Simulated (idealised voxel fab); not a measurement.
process module | voxel self aligned contacts
cross-section cut | 300 nm wide | cells 5 nm
A cross-section is a grid of square cells, given in bands from the top down. A band is one or more rows of cells.
Each band's line starts with the height of the band's top and of its bottom, in nm. Then come its materials from left to right, each with its width in nm. One material with "throughout" fills the band from edge to edge. "air" is empty space.
Height 0 is the level under which the wafer as received is all one material. The lowest band goes on downwards, as in "0 down".
A width such as "30 to 40" changes by the same amount from each row of cells to the next, from the band's top row to its bottom row.
"no change" after a step means that no cell of the cross-section changed.
closed voids: empty space of 8 cells or more with no open way to the top, each as width x height at its distance from the left edge, in nm
after a step's settings: what the simulator itself notes on the step
overlay nm, on a step with a mask: how far to the right of its planned place the mask lay; to the left if negative
plan
1 op RECEIVE | material Si
2 op OXIDIZE | depth nm 5
3 op DIRECTIONAL_DEP | material polySi | thk nm 30
4 op DIRECTIONAL_DEP | material SiN | thk nm 20
5 op DIRECTIONAL_DEP | material aC | thk nm 10
6 op PATTERN | tone cover | mask id GATE | material resist | width nm 25 | pitch nm 50 | thk nm 25 | overlay nm 0
7 op DIRECTIONAL_ETCH | etch materials aC | depth nm 10
8 op STRIP | etch materials resist
9 op DIRECTIONAL_ETCH | etch materials SiN | depth nm 20
10 op DIRECTIONAL_ETCH | etch materials polySi | depth nm 30
11 op STRIP | etch materials aC
12 op CONFORMAL_DEP | material SiN | thk nm 5
13 op DIRECTIONAL_ETCH | etch materials SiN | depth nm 5
14 op FILL_DEP | material SiO2 | thk nm 10
15 op CMP | height nm 55
16 op PATTERN | tone open | mask id CONTACT | material resist | width nm 35 | pitch nm 50 | thk nm 15 | overlay nm 0
17 op DIRECTIONAL_ETCH | etch materials SiO2 | depth nm 60
18 op STRIP | etch materials resist
19 op CONFORMAL_DEP | material TiN | thk nm 5
20 op FILL_DEP | material W | thk nm 5
21 op CMP | height nm 55
22 op CONFORMAL_DEP | material SiCN | thk nm 5
as received, after step 1
  0 down: Si throughout
  closed voids: none
first wafer at the end, as planned
  60 to 55: SiCN throughout
  55 to 50: SiO2 105 | TiN 15 | W 5 | TiN 15 | SiO2 15 | TiN 15 | W 5 | TiN 15 | SiO2 110
  50 to 30: SiO2 80 | SiN 35 | TiN 5 | W 5 | TiN 5 | SiN 35 | TiN 5 | W 5 | TiN 5 | SiN 35 | SiO2 85
  30 to 0: SiO2 80 | SiN 5 | polySi 25 | SiN 5 | TiN 5 | W 5 | TiN 5 | SiN 5 | polySi 25 | SiN 5 | TiN 5 | W 5 | TiN 5 | SiN 5 | polySi 25 | SiN 5 | SiO2 85
  0 to -5: SiO2 115 | TiN 15 | SiO2 35 | TiN 15 | SiO2 120
  -5 down: Si throughout
  closed voids: none
second wafer at the end: like start, like plan, one mistake
  60 to 55: SiCN throughout
  55 to 50: SiO2 105 | TiN 15 | W 5 | TiN 15 | SiO2 15 | TiN 15 | W 5 | TiN 15 | SiO2 110
  50 to 30: SiO2 80 | SiN 35 | TiN 5 | W 5 | TiN 5 | SiN 35 | TiN 5 | W 5 | TiN 5 | SiN 35 | SiO2 85
  30 to 5: SiO2 80 | SiN 5 | polySi 25 | SiN 5 | TiN 5 | W 5 | TiN 5 | SiN 5 | polySi 25 | SiN 5 | TiN 5 | W 5 | TiN 5 | SiN 5 | polySi 25 | SiN 5 | SiO2 85
  5 to 0: SiO2 80 | SiN 5 | polySi 25 | SiN 5 | TiN 15 | SiN 5 | polySi 25 | SiN 5 | TiN 15 | SiN 5 | polySi 25 | SiN 5 | SiO2 85
  0 down: Si throughout
  closed voids: none
what went wrong: step 2 was left out
at the end the second wafer has, in cells: 60 more of Si | 54 fewer of SiO2 | 4 fewer of TiN | 2 fewer of W
